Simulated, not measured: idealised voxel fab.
Proc. module: voxel tone inversion
Section cut is 295 nm wide and gridded with 5 nm square cells.
For the purposes of this document, a cross-section shall be understood as a grid of square cells, specified as bands listed in top-to-bottom order, each band consisting of one or more rows of cells.
Top, bottom (nm), then materials left to right with widths (nm); lone material tagged "edge to edge" fills the whole band edge to edge; "air" = empty space.
Below 0: as-received wafer, all one material; heights counted from there. Lowest band: no bottom, goes on down, written "top 0, no bottom".
The two numbers in a width such as "30..40" mark its ends across the band: the first belongs to the top row of cells, the second to the bottom row, and from each row to the next the width moves by the same amount.
Given "no modifications" for a step, no cell of the cross-section differs between before and after that step.
"Trapped void list": sealed empty spaces, 8 cells or more, no open way to top, listed width x height at distance, with distance from the left edge and width, height and distance in nm.
Step line, after settings: the simulator's comment on this step.
Among the settings permitted on a step's line is "overlay nm"; applied to a step with a mask, it specifies the extent to which the mask lay to the right of its planned position, whereas a negative figure signifies a position to the left.
Heads up before you read on: it's before/after pairs around one process step each, after side only down to the lowest band that changed, step plus settings under the pair. Pairs can be from different runs of this module, same starting wafer, so only chain a pair onto the one above if its "Before step" entry says so.
### Before step
  top 0, no bottom = Si edge to edge
  Trapped void list: none
### Post-Step Cross-Section
  top 5, bottom 0 = SiN edge to edge
  Rest of section, below 0: as before.
  Trapped void list: none
Step taken after the before cross-section and before the after cross-section above: CONFORMAL_DEP, material SiN, thk nm 5
Before step: same picture as after in the pair right above, so we don't repeat it.
### Post-Step Cross-Section
  top 25, bottom 5 = polySi edge to edge
  Rest of section, below 5: as before.
  Trapped void list: none
Step taken after the before cross-section and before the after cross-section above: DIRECTIONAL_DEP, material polySi, thk nm 20
Before step: same picture as after in the pair right above, so we don't repeat it.
### Post-Step Cross-Section
  top 50, bottom 25 = air 80  resist 25  air 30  resist 25  air 30  resist 25  air 80
  Rest of section, below 25: as before.
  Trapped void list: none
Step taken after the before cross-section and before the after cross-section above: PATTERN, tone cover, mask id POSTS, material resist, width nm 25, pitch nm 55, thk nm 25, overlay nm 0
Before step: same picture as after in the pair right above, so we don't repeat it.
### Post-Step Cross-Section
  top 50, bottom 25 = air 80  resist 25  air 30  resist 25  air 30  resist 25  air 80
  top 25, bottom 5 = air 80  polySi 25  air 30  polySi 25  air 30  polySi 25  air 80
  Rest of section, below 5: as before.
  Trapped void list: none
Step taken after the before cross-section and before the after cross-section above: DIRECTIONAL_ETCH, etch materials polySi, depth nm 20
Before step: same picture as after in the pair right above, so we don't repeat it.
### Post-Step Cross-Section
  top 25, bottom 5 = air 80  polySi 25  air 30  polySi 25  air 30  polySi 25  air 80
  Rest of section, below 5: as before.
  Trapped void list: none
Step taken after the before cross-section and before the after cross-section above: STRIP, etch materials resist
Before step: same picture as after in the pair right above, so we don't repeat it.
### Post-Step Cross-Section
  top 30, bottom 25 = lowk edge to edge
  top 25, bottom 5 = lowk 80  polySi 25  lowk 30  polySi 25  lowk 30  polySi 25  lowk 80
  Rest of section, below 5: as before.
  Trapped void list: none
Step taken after the before cross-section and before the after cross-section above: FILL_DEP, material lowk, thk nm 5
Before step: same picture as after in the pair right above, so we don't repeat it.
### Post-Step Cross-Section
  top 25, bottom 5 = lowk 80  polySi 25  lowk 30  polySi 25  lowk 30  polySi 25  lowk 80
  Rest of section, below 5: as before.
  Trapped void list: none
Step taken after the before cross-section and before the after cross-section above: CMP, height nm 25
Before step: same picture as after in the pair right above, so we don't repeat it.
### Post-Step Cross-Section
  top 25, bottom 5 = lowk 80  air 25  lowk 30  air 25  lowk 30  air 25  lowk 80
  Rest of section, below 5: as before.
  Trapped void list: none
Step taken after the before cross-section and before the after cross-section above: STRIP, etch materials polySi
Before step: same picture as after in the pair right above, so we don't repeat it.
### Post-Step Cross-Section
  top 30, bottom 25 = TiN 85  air 15  TiN 40  air 15  TiN 40  air 15  TiN 85
  top 25, bottom 10 = lowk 80  TiN 5  air 15  TiN 5  lowk 30  TiN 5  air 15  TiN 5  lowk 30  TiN 5  air 15  TiN 5  lowk 80
  top 10, bottom 5 = lowk 80  TiN 25  lowk 30  TiN 25  lowk 30  TiN 25  lowk 80
  Rest of section, below 5: as before.
  Trapped void list: none
Step taken after the before cross-section and before the after cross-section above: CONFORMAL_DEP, material TiN, thk nm 5
Before step: same picture as after in the pair right above, so we don't repeat it.
### Post-Step Cross-Section
  top 40, bottom 30 = Cu edge to edge
  top 30, bottom 25 = TiN 85  Cu 15  TiN 40  Cu 15  TiN 40  Cu 15  TiN 85
  top 25, bottom 10 = lowk 80  TiN 5  Cu 15  TiN 5  lowk 30  TiN 5  Cu 15  TiN 5  lowk 30  TiN 5  Cu 15  TiN 5  lowk 80
  Rest of section, below 10: as before.
  Trapped void list: none
Step taken after the before cross-section and before the after cross-section above: FILL_DEP, material Cu, thk nm 10
Before step: same picture as after in the pair right above, so we don't repeat it.
### Post-Step Cross-Section
  top 25, bottom 10 = lowk 80  TiN 5  Cu 15  TiN 5  lowk 30  TiN 5  Cu 15  TiN 5  lowk 30  TiN 5  Cu 15  TiN 5  lowk 80
  Rest of section, below 10: as before.
  Trapped void list: none
Step taken after the before cross-section and before the after cross-section above: CMP, height nm 25
Before step: same picture as after in the pair right above, so we don't repeat it.
### Post-Step Cross-Section
  top 30, bottom 25 = SiCN edge to edge
  Rest of section, below 25: as before.
  Trapped void list: none
Step taken after the before cross-section and before the after cross-section above: CONFORMAL_DEP, material SiCN, thk nm 5
### Before step
  top 0, no bottom = Si edge to edge
  Trapped void list: none
### Post-Step Cross-Section
  top 20, bottom 0 = polySi edge to edge
  Rest of section, below 0: as before.
  Trapped void list: none
Step taken after the before cross-section and before the after cross-section above: DIRECTIONAL_DEP, material polySi, thk nm 20
Before step: same picture as after in the pair right above, so we don't repeat it.
### Post-Step Cross-Section
  top 45, bottom 20 = air 80  resist 25  air 30  resist 25  air 30  resist 25  air 80
  Rest of section, below 20: as before.
  Trapped void list: none
Step taken after the before cross-section and before the after cross-section above: PATTERN, tone cover, mask id POSTS, material resist, width nm 25, pitch nm 55, thk nm 25, overlay nm 0
Before step: same picture as after in the pair right above, so we don't repeat it.
### Post-Step Cross-Section
  top 45, bottom 20 = air 80  resist 25  air 30  resist 25  air 30  resist 25  air 80
  top 20, bottom 0 = air 80  polySi 25  air 30  polySi 25  air 30  polySi 25  air 80
  Rest of section, below 0: as before.
  Trapped void list: none
Step taken after the before cross-section and before the after cross-section above: DIRECTIONAL_ETCH, etch materials polySi, depth nm 20
Before step: same picture as after in the pair right above, so we don't repeat it.
### Post-Step Cross-Section
  top 20, bottom 0 = air 80  polySi 25  air 30  polySi 25  air 30  polySi 25  air 80
  Rest of section, below 0: as before.
  Trapped void list: none
Step taken after the before cross-section and before the after cross-section above: STRIP, etch materials resist
Before step: same picture as after in the pair right above, so we don't repeat it.
### Post-Step Cross-Section
  top 25, bottom 20 = lowk edge to edge
  top 20, bottom 0 = lowk 80  polySi 25  lowk 30  polySi 25  lowk 30  polySi 25  lowk 80
  Rest of section, below 0: as before.
  Trapped void list: none
Step taken after the before cross-section and before the after cross-section above: FILL_DEP, material lowk, thk nm 5
Before step: same picture as after in the pair right above, so we don't repeat it.
### Post-Step Cross-Section
  top 30, bottom 25 = TiN edge to edge
  Rest of section, below 25: as before.
  Trapped void list: none
Step taken after the before cross-section and before the after cross-section above: CONFORMAL_DEP, material TiN, thk nm 5
Before step: same picture as after in the pair right above, so we don't repeat it.
### Post-Step Cross-Section
  top 40, bottom 30 = Cu edge to edge
  Rest of section, below 30: as before.
  Trapped void list: none
Step taken after the before cross-section and before the after cross-section above: FILL_DEP, material Cu, thk nm 10
Before step: same picture as after in the pair right above, so we don't repeat it.
### Post-Step Cross-Section
  top 25, bottom 20 = lowk edge to edge
  Rest of section, below 20: as before.
  Trapped void list: none
Step taken after the before cross-section and before the after cross-section above: CMP, height nm 25
Before step: same picture as after in the pair right above, so we don't repeat it.
### Post-Step Cross-Section
  top 30, bottom 25 = SiCN edge to edge
  Rest of section, below 25: as before.
  Trapped void list: none
Step taken after the before cross-section and before the after cross-section above: CONFORMAL_DEP, material SiCN, thk nm 5
### Before step
  top 30, bottom 25 = lowk edge to edge
  top 25, bottom 5 = lowk 80  polySi 25  lowk 30  polySi 25  lowk 30  polySi 25  lowk 80
  top 5, bottom 0 = SiN edge to edge
  top 0, no bottom = Si edge to edge
  Trapped void list: none
### Post-Step Cross-Section
  top 35, bottom 25 = lowk edge to edge
  Rest of section, below 25: as before.
  Trapped void list: none
Step taken after the before cross-section and before the after cross-section above: FILL_DEP, material lowk, thk nm 5
Before step: same picture as after in the pair right above, so we don't repeat it.
### Post-Step Cross-Section
  top 25, bottom 5 = lowk 80  polySi 25  lowk 30  polySi 25  lowk 30  polySi 25  lowk 80
  Rest of section, below 5: as before.
  Trapped void list: none
Step taken after the before cross-section and before the after cross-section above: CMP, height nm 25
### Before step
  top 20, bottom 0 = polySi edge to edge
  top 0, no bottom = Si edge to edge
  Trapped void list: none
### Post-Step Cross-Section
  top 25, bottom 20 = SiN edge to edge
  Rest of section, below 20: as before.
  Trapped void list: none
Step taken after the before cross-section and before the after cross-section above: CONFORMAL_DEP, material SiN, thk nm 5
Before step: same picture as after in the pair right above, so we don't repeat it.
### Post-Step Cross-Section
  top 50, bottom 25 = air 80  resist 25  air 30  resist 25  air 30  resist 25  air 80
  Rest of section, below 25: as before.
  Trapped void list: none
Step taken after the before cross-section and before the after cross-section above: PATTERN, tone cover, mask id POSTS, material resist, width nm 25, pitch nm 55, thk nm 25, overlay nm 0
Before step: same picture as after in the pair right above, so we don't repeat it.
### Post-Step Cross-Section
  top 25, bottom 20 = SiN edge to edge
  Rest of section, below 20: as before.
  Trapped void list: none
Step taken after the before cross-section and before the after cross-section above: STRIP, etch materials resist
Before step: same picture as after in the pair right above, so we don't repeat it.
### Post-Step Cross-Section
  top 30, bottom 25 = lowk edge to edge
  Rest of section, below 25: as before.
  Trapped void list: none
Step taken after the before cross-section and before the after cross-section above: FILL_DEP, material lowk, thk nm 5
Before step: same picture as after in the pair right above, so we don't repeat it.
### Post-Step Cross-Section
  top 25, bottom 20 = SiN edge to edge
  Rest of section, below 20: as before.
  Trapped void list: none
Step taken after the before cross-section and before the after cross-section above: CMP, height nm 25
Before step: same picture as after in the pair right above, so we don't repeat it.
### Post-Step Cross-Section
  top 30, bottom 25 = TiN edge to edge
  Rest of section, below 25: as before.
  Trapped void list: none
Step taken after the before cross-section and before the after cross-section above: CONFORMAL_DEP, material TiN, thk nm 5
Before step: same picture as after in the pair right above, so we don't repeat it.
### Post-Step Cross-Section
  top 40, bottom 30 = Cu edge to edge
  Rest of section, below 30: as before.
  Trapped void list: none
Step taken after the before cross-section and before the after cross-section above: FILL_DEP, material Cu, thk nm 10
Before step: same picture as after in the pair right above, so we don't repeat it.
### Post-Step Cross-Section
  top 25, bottom 20 = SiN edge to edge
  Rest of section, below 20: as before.
  Trapped void list: none
Step taken after the before cross-section and before the after cross-section above: CMP, height nm 25
Before step: same picture as after in the pair right above, so we don't repeat it.
### Post-Step Cross-Section
  top 30, bottom 25 = SiCN edge to edge
  Rest of section, below 25: as before.
  Trapped void list: none
Step taken after the before cross-section and before the after cross-section above: CONFORMAL_DEP, material SiCN, thk nm 5
### Before step
  top 25, bottom 10 = lowk 80  TiN 5  Cu 15  TiN 5  lowk 30  TiN 5  Cu 15  TiN 5  lowk 30  TiN 5  Cu 15  TiN 5  lowk 80
  top 10, bottom 5 = lowk 80  TiN 25  lowk 30  TiN 25  lowk 30  TiN 25  lowk 80
  top 5, bottom 0 = SiN edge to edge
  top 0, no bottom = Si edge to edge
  Trapped void list: none
### Post-Step Cross-Section
  top 40, bottom 25 = SiCN edge to edge
  Rest of section, below 25: as before.
  Trapped void list: none
Step taken after the before cross-section and before the after cross-section above: CONFORMAL_DEP, material SiCN, thk nm 15
### Before step
  top 25, bottom 5 = polySi edge to edge
  top 5, bottom 0 = SiN edge to edge
  top 0, no bottom = Si edge to edge
  Trapped void list: none
### Post-Step Cross-Section
  top 50, bottom 25 = air 80  resist 30  air 25  resist 30  air 25  resist 30  air 75
  Rest of section, below 25: as before.
  Trapped void list: none
Step taken after the before cross-section and before the after cross-section above: PATTERN, tone cover, mask id POSTS, material resist, width nm 30, pitch nm 55, thk nm 25, overlay nm 0
Before step: same picture as after in the pair right above, so we don't repeat it.
### Post-Step Cross-Section
  top 50, bottom 25 = air 80  resist 30  air 25  resist 30  air 25  resist 30  air 75
  top 25, bottom 5 = air 80  polySi 30  air 25  polySi 30  air 25  polySi 30  air 75
  Rest of section, below 5: as before.
  Trapped void list: none
Step taken after the before cross-section and before the after cross-section above: DIRECTIONAL_ETCH, etch materials polySi, depth nm 20
Before step: same picture as after in the pair right above, so we don't repeat it.
### Post-Step Cross-Section
  top 25, bottom 5 = air 80  polySi 30  air 25  polySi 30  air 25  polySi 30  air 75
  Rest of section, below 5: as before.
  Trapped void list: none
Step taken after the before cross-section and before the after cross-section above: STRIP, etch materials resist
Before step: same picture as after in the pair right above, so we don't repeat it.
### Post-Step Cross-Section
  top 30, bottom 25 = lowk edge to edge
  top 25, bottom 5 = lowk 80  polySi 30  lowk 25  polySi 30  lowk 25  polySi 30  lowk 75
  Rest of section, below 5: as before.
  Trapped void list: none
Step taken after the before cross-section and before the after cross-section above: FILL_DEP, material lowk, thk nm 5
Before step: same picture as after in the pair right above, so we don't repeat it.
### Post-Step Cross-Section
  top 25, bottom 5 = lowk 80  polySi 30  lowk 25  polySi 30  lowk 25  polySi 30  lowk 75
  Rest of section, below 5: as before.
  Trapped void list: none
Step taken after the before cross-section and before the after cross-section above: CMP, height nm 25
Before step: same picture as after in the pair right above, so we don't repeat it.
### Post-Step Cross-Section
  top 25, bottom 5 = lowk 80  air 30  lowk 25  air 30  lowk 25  air 30  lowk 75
  Rest of section, below 5: as before.
  Trapped void list: none
Step taken after the before cross-section and before the after cross-section above: STRIP, etch materials polySi
Before step: same picture as after in the pair right above, so we don't repeat it.
### Post-Step Cross-Section
  top 30, bottom 25 = TiN 85  air 20  TiN 35  air 20  TiN 35  air 20  TiN 80
  top 25, bottom 10 = lowk 80  TiN 5  air 20  TiN 5  lowk 25  TiN 5  air 20  TiN 5  lowk 25  TiN 5  air 20  TiN 5  lowk 75
  top 10, bottom 5 = lowk 80  TiN 30  lowk 25  TiN 30  lowk 25  TiN 30  lowk 75
  Rest of section, below 5: as before.
  Trapped void list: none
Step taken after the before cross-section and before the after cross-section above: CONFORMAL_DEP, material TiN, thk nm 5
Before step: same picture as after in the pair right above, so we don't repeat it.
### Post-Step Cross-Section
  top 40, bottom 30 = Cu edge to edge
  top 30, bottom 25 = TiN 85  Cu 20  TiN 35  Cu 20  TiN 35  Cu 20  TiN 80
  top 25, bottom 10 = lowk 80  TiN 5  Cu 20  TiN 5  lowk 25  TiN 5  Cu 20  TiN 5  lowk 25  TiN 5  Cu 20  TiN 5  lowk 75
  Rest of section, below 10: as before.
  Trapped void list: none
Step taken after the before cross-section and before the after cross-section above: FILL_DEP, material Cu, thk nm 10
Before step: same picture as after in the pair right above, so we don't repeat it.
### Post-Step Cross-Section
  top 25, bottom 10 = lowk 80  TiN 5  Cu 20  TiN 5  lowk 25  TiN 5  Cu 20  TiN 5  lowk 25  TiN 5  Cu 20  TiN 5  lowk 75
  Rest of section, below 10: as before.
  Trapped void list: none
Step taken after the before cross-section and before the after cross-section above: CMP, height nm 25
Before step: same picture as after in the pair right above, so we don't repeat it.
### Post-Step Cross-Section
  top 30, bottom 25 = SiCN edge to edge
  Rest of section, below 25: as before.
  Trapped void list: none
Step taken after the before cross-section and before the after cross-section above: CONFORMAL_DEP, material SiCN, thk nm 5
### Before step
  top 25, bottom 5 = polySi edge to edge
  top 5, bottom 0 = SiN edge to edge
  top 0, no bottom = Si edge to edge
  Trapped void list: none
### Post-Step Cross-Section
  top 50, bottom 25 = air 90  resist 25  air 30  resist 25  air 30  resist 25  air 70
  Rest of section, below 25: as before.
  Trapped void list: none
Step taken after the before cross-section and before the after cross-section above: PATTERN, tone cover, mask id POSTS, material resist, width nm 25, pitch nm 55, thk nm 25, overlay nm 10
Before step: same picture as after in the pair right above, so we don't repeat it.
### Post-Step Cross-Section
  top 50, bottom 25 = air 90  resist 25  air 30  resist 25  air 30  resist 25  air 70
  top 25, bottom 5 = air 90  polySi 25  air 30  polySi 25  air 30  polySi 25  air 70
  Rest of section, below 5: as before.
  Trapped void list: none
Step taken after the before cross-section and before the after cross-section above: DIRECTIONAL_ETCH, etch materials polySi, depth nm 20
Before step: same picture as after in the pair right above, so we don't repeat it.
### Post-Step Cross-Section
  top 25, bottom 5 = air 90  polySi 25  air 30  polySi 25  air 30  polySi 25  air 70
  Rest of section, below 5: as before.
  Trapped void list: none
Step taken after the before cross-section and before the after cross-section above: STRIP, etch materials resist
Before step: same picture as after in the pair right above, so we don't repeat it.
### Post-Step Cross-Section
  top 30, bottom 25 = lowk edge to edge
  top 25, bottom 5 = lowk 90  polySi 25  lowk 30  polySi 25  lowk 30  polySi 25  lowk 70
  Rest of section, below 5: as before.
  Trapped void list: none
Step taken after the before cross-section and before the after cross-section above: FILL_DEP, material lowk, thk nm 5
Before step: same picture as after in the pair right above, so we don't repeat it.
### Post-Step Cross-Section
  top 25, bottom 5 = lowk 90  polySi 25  lowk 30  polySi 25  lowk 30  polySi 25  lowk 70
  Rest of section, below 5: as before.
  Trapped void list: none
Step taken after the before cross-section and before the after cross-section above: CMP, height nm 25
Before step: same picture as after in the pair right above, so we don't repeat it.
### Post-Step Cross-Section
  top 25, bottom 5 = lowk 90  air 25  lowk 30  air 25  lowk 30  air 25  lowk 70
  Rest of section, below 5: as before.
  Trapped void list: none
Step taken after the before cross-section and before the after cross-section above: STRIP, etch materials polySi
Before step: same picture as after in the pair right above, so we don't repeat it.
### Post-Step Cross-Section
  top 30, bottom 25 = TiN 95  air 15  TiN 40  air 15  TiN 40  air 15  TiN 75
  top 25, bottom 10 = lowk 90  TiN 5  air 15  TiN 5  lowk 30  TiN 5  air 15  TiN 5  lowk 30  TiN 5  air 15  TiN 5  lowk 70
  top 10, bottom 5 = lowk 90  TiN 25  lowk 30  TiN 25  lowk 30  TiN 25  lowk 70
  Rest of section, below 5: as before.
  Trapped void list: none
Step taken after the before cross-section and before the after cross-section above: CONFORMAL_DEP, material TiN, thk nm 5
Before step: same picture as after in the pair right above, so we don't repeat it.
### Post-Step Cross-Section
  top 40, bottom 30 = Cu edge to edge
  top 30, bottom 25 = TiN 95  Cu 15  TiN 40  Cu 15  TiN 40  Cu 15  TiN 75
  top 25, bottom 10 = lowk 90  TiN 5  Cu 15  TiN 5  lowk 30  TiN 5  Cu 15  TiN 5  lowk 30  TiN 5  Cu 15  TiN 5  lowk 70
  Rest of section, below 10: as before.
  Trapped void list: none
Step taken after the before cross-section and before the after cross-section above: FILL_DEP, material Cu, thk nm 10
Before step: same picture as after in the pair right above, so we don't repeat it.
### Post-Step Cross-Section
  top 25, bottom 10 = lowk 90  TiN 5  Cu 15  TiN 5  lowk 30  TiN 5  Cu 15  TiN 5  lowk 30  TiN 5  Cu 15  TiN 5  lowk 70
  Rest of section, below 10: as before.
  Trapped void list: none
Step taken after the before cross-section and before the after cross-section above: CMP, height nm 25
Before step: same picture as after in the pair right above, so we don't repeat it.
### Post-Step Cross-Section
  top 30, bottom 25 = SiCN edge to edge
  Rest of section, below 25: as before.
  Trapped void list: none
Step taken after the before cross-section and before the after cross-section above: CONFORMAL_DEP, material SiCN, thk nm 5
### Before step
  top 5, bottom 0 = SiN edge to edge
  top 0, no bottom = Si edge to edge
  Trapped void list: none
### Post-Step Cross-Section
  top 25, bottom 5 = Cu edge to edge
  Rest of section, below 5: as before.
  Trapped void list: none
Step taken after the before cross-section and before the after cross-section above: DIRECTIONAL_DEP, material Cu, thk nm 20
Before step: same picture as after in the pair right above, so we don't repeat it.
### Post-Step Cross-Section
  top 50, bottom 25 = air 80  resist 25  air 30  resist 25  air 30  resist 25  air 80
  Rest of section, below 25: as before.
  Trapped void list: none
Step taken after the before cross-section and before the after cross-section above: PATTERN, tone cover, mask id POSTS, material resist, width nm 25, pitch nm 55, thk nm 25, overlay nm 0
Before step: same picture as after in the pair right above, so we don't repeat it.
### Post-Step Cross-Section
  top 25, bottom 5 = Cu edge to edge
  Rest of section, below 5: as before.
  Trapped void list: none
Step taken after the before cross-section and before the after cross-section above: STRIP, etch materials resist
Before step: same picture as after in the pair right above, so we don't repeat it.
### Post-Step Cross-Section
  top 30, bottom 25 = lowk edge to edge
  Rest of section, below 25: as before.
  Trapped void list: none
Step taken after the before cross-section and before the after cross-section above: FILL_DEP, material lowk, thk nm 5
Before step: same picture as after in the pair right above, so we don't repeat it.
### Post-Step Cross-Section
  top 25, bottom 5 = Cu edge to edge
  Rest of section, below 5: as before.
  Trapped void list: none
Step taken after the before cross-section and before the after cross-section above: CMP, height nm 25
Before step: same picture as after in the pair right above, so we don't repeat it.
### Post-Step Cross-Section
  top 30, bottom 25 = TiN edge to edge
  Rest of section, below 25: as before.
  Trapped void list: none
Step taken after the before cross-section and before the after cross-section above: CONFORMAL_DEP, material TiN, thk nm 5
Before step: same picture as after in the pair right above, so we don't repeat it.
### Post-Step Cross-Section
  top 40, bottom 30 = Cu edge to edge
  Rest of section, below 30: as before.
  Trapped void list: none
Step taken after the before cross-section and before the after cross-section above: FILL_DEP, material Cu, thk nm 10
Before step: same picture as after in the pair right above, so we don't repeat it.
### Post-Step Cross-Section
  top 25, bottom 5 = Cu edge to edge
  Rest of section, below 5: as before.
  Trapped void list: none
Step taken after the before cross-section and before the after cross-section above: CMP, height nm 25
Before step: same picture as after in the pair right above, so we don't repeat it.
### Post-Step Cross-Section
  top 30, bottom 25 = SiCN edge to edge
  Rest of section, below 25: as before.
  Trapped void list: none
Step taken after the before cross-section and before the after cross-section above: CONFORMAL_DEP, material SiCN, thk nm 5
### Before step
  top 25, bottom 5 = polySi edge to edge
  top 5, bottom 0 = SiN edge to edge
  top 0, no bottom = Si edge to edge
  Trapped void list: none
### Post-Step Cross-Section
  top 50, bottom 25 = resist 80  air 25  resist 30  air 25  resist 30  air 25  resist 80
  Rest of section, below 25: as before.
  Trapped void list: none
Step taken after the before cross-section and before the after cross-section above: PATTERN, tone open, mask id POSTS, material resist, width nm 25, pitch nm 55, thk nm 25, overlay nm 0
Before step: same picture as after in the pair right above, so we don't repeat it.
### Post-Step Cross-Section
  top 50, bottom 25 = resist 80  air 25  resist 30  air 25  resist 30  air 25  resist 80
  top 25, bottom 5 = polySi 80  air 25  polySi 30  air 25  polySi 30  air 25  polySi 80
  Rest of section, below 5: as before.
  Trapped void list: none
Step taken after the before cross-section and before the after cross-section above: DIRECTIONAL_ETCH, etch materials polySi, depth nm 20
Before step: same picture as after in the pair right above, so we don't repeat it.
### Post-Step Cross-Section
  top 25, bottom 5 = polySi 80  air 25  polySi 30  air 25  polySi 30  air 25  polySi 80
  Rest of section, below 5: as before.
  Trapped void list: none
Step taken after the before cross-section and before the after cross-section above: STRIP, etch materials resist
Before step: same picture as after in the pair right above, so we don't repeat it.
### Post-Step Cross-Section
  top 30, bottom 25 = lowk edge to edge
  top 25, bottom 5 = polySi 80  lowk 25  polySi 30  lowk 25  polySi 30  lowk 25  polySi 80
  Rest of section, below 5: as before.
  Trapped void list: none
Step taken after the before cross-section and before the after cross-section above: FILL_DEP, material lowk, thk nm 5
Before step: same picture as after in the pair right above, so we don't repeat it.
### Post-Step Cross-Section
  top 25, bottom 5 = polySi 80  lowk 25  polySi 30  lowk 25  polySi 30  lowk 25  polySi 80
  Rest of section, below 5: as before.
  Trapped void list: none
Step taken after the before cross-section and before the after cross-section above: CMP, height nm 25
Before step: same picture as after in the pair right above, so we don't repeat it.
### Post-Step Cross-Section
  top 25, bottom 5 = air 80  lowk 25  air 30  lowk 25  air 30  lowk 25  air 80
  Rest of section, below 5: as before.
  Trapped void list: none
Step taken after the before cross-section and before the after cross-section above: STRIP, etch materials polySi
Before step: same picture as after in the pair right above, so we don't repeat it.
### Post-Step Cross-Section
  top 30, bottom 25 = air 75  TiN 35  air 20  TiN 35  air 20  TiN 35  air 75
  top 25, bottom 10 = air 75  TiN 5  lowk 25  TiN 5  air 20  TiN 5  lowk 25  TiN 5  air 20  TiN 5  lowk 25  TiN 5  air 75
  top 10, bottom 5 = TiN 80  lowk 25  TiN 30  lowk 25  TiN 30  lowk 25  TiN 80
  Rest of section, below 5: as before.
  Trapped void list: none
Step taken after the before cross-section and before the after cross-section above: CONFORMAL_DEP, material TiN, thk nm 5
Before step: same picture as after in the pair right above, so we don't repeat it.
### Post-Step Cross-Section
  top 40, bottom 30 = Cu edge to edge
  top 30, bottom 25 = Cu 75  TiN 35  Cu 20  TiN 35  Cu 20  TiN 35  Cu 75
  top 25, bottom 10 = Cu 75  TiN 5  lowk 25  TiN 5  Cu 20  TiN 5  lowk 25  TiN 5  Cu 20  TiN 5  lowk 25  TiN 5  Cu 75
  Rest of section, below 10: as before.
  Trapped void list: none
Step taken after the before cross-section and before the after cross-section above: FILL_DEP, material Cu, thk nm 10
Before step: same picture as after in the pair right above, so we don't repeat it.
### Post-Step Cross-Section
  top 25, bottom 10 = Cu 75  TiN 5  lowk 25  TiN 5  Cu 20  TiN 5  lowk 25  TiN 5  Cu 20  TiN 5  lowk 25  TiN 5  Cu 75
  Rest of section, below 10: as before.
  Trapped void list: none
Step taken after the before cross-section and before the after cross-section above: CMP, height nm 25
Before step: same picture as after in the pair right above, so we don't repeat it.
### Post-Step Cross-Section
  top 30, bottom 25 = SiCN edge to edge
  Rest of section, below 25: as before.
  Trapped void list: none
Step taken after the before cross-section and before the after cross-section above: CONFORMAL_DEP, material SiCN, thk nm 5
